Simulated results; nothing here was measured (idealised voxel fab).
Title: Process Module voxel spacer lines
Cross-section cut spans 270 nm and uses square cells 5 nm in size.
Bands, listed from the top down, are how a cross-section gets written in this document; the cross-section itself is a grid of square cells, and a band is one or more rows of them.
In this notation a band is specified by the heights of its top and bottom, in that order and in nm, after which its materials appear from left to right, each paired with its width in nm. The word "edge to edge" attached to a single material means that material fills the band from edge to edge; the word "empty" stands for empty space.
Heights from 0 (as-received wafer is one material below). Bottom band endless downward, as "0 -> down".
Width spec "30..40" -> top row of cells at first value, bottom row at second value, equal per-row change in between.
"stayed the same" after a step means that no cell of the cross-section changed.
This entry, "Closed void entries", enumerates those empty regions of no fewer than 8 cells that possess no open connection to the top. Each region is reported in the form width x height at distance, the distance being taken from the left edge, with all three quantities expressed in nm.
On a step's line, text after the settings is the simulator commenting on that step.
overlay nm: on a step with a mask, how far right of its planned place the mask lay; negative means left.

## The process steps that were planned are listed below
1: RECEIVE | material Si
2: CONFORMAL_DEP | material Al2O3 | thk nm 5
3: DIRECTIONAL_DEP | material SiN | thk nm 15
4: DIRECTIONAL_DEP | material aC | thk nm 20
5: PATTERN | tone cover | mask id MANDREL | material resist | width nm 25 | pitch nm 70 | thk nm 25 | overlay nm 0
6: DIRECTIONAL_ETCH | etch materials aC | depth nm 20
7: STRIP | etch materials resist
8: CONFORMAL_DEP | material SiO2 | thk nm 10
9: DIRECTIONAL_ETCH | etch materials SiO2 | depth nm 10
10: STRIP | etch materials aC
11: DIRECTIONAL_ETCH | etch materials SiN | depth nm 15
12: STRIP | etch materials SiO2
13: FILL_DEP | material SiO2 | thk nm 10
14: CMP | height nm 20

## Cross-section: wafer on arrival = after step 1
* 0 -> down | Si edge to edge
* Closed void entries: none

## First of two wafers at the end of the module, shown in cross-section; run carried out as planned
* 20 -> 5 | SiO2: 40 / SiN: 10 / SiO2: 25 / SiN: 10 / SiO2: 25 / SiN: 10 / SiO2: 25 / SiN: 10 / SiO2: 25 / SiN: 10 / SiO2: 25 / SiN: 10 / SiO2: 45
* 5 -> 0 | Al2O3 edge to edge
* 0 -> down | Si edge to edge
* Closed void entries: none

## Second wafer of the two, sectioned at the end of the module. It began like the first and followed the same plan, but one mistake was made while running it
* 20 -> 5 | Al2O3: 40 / SiN: 10 / Al2O3: 25 / SiN: 10 / Al2O3: 25 / SiN: 10 / Al2O3: 25 / SiN: 10 / Al2O3: 25 / SiN: 10 / Al2O3: 25 / SiN: 10 / Al2O3: 45
* 5 -> 0 | Al2O3 edge to edge
* 0 -> down | Si edge to edge
* Closed void entries: none
Processing error: step 13, actual vs plan mismatch, actual run FILL_DEP | material Al2O3 | thk nm 10
End check, counted in cells, second wafer has more or fewer of these materials than the first: Al2O3 +126 | SiO2 -126
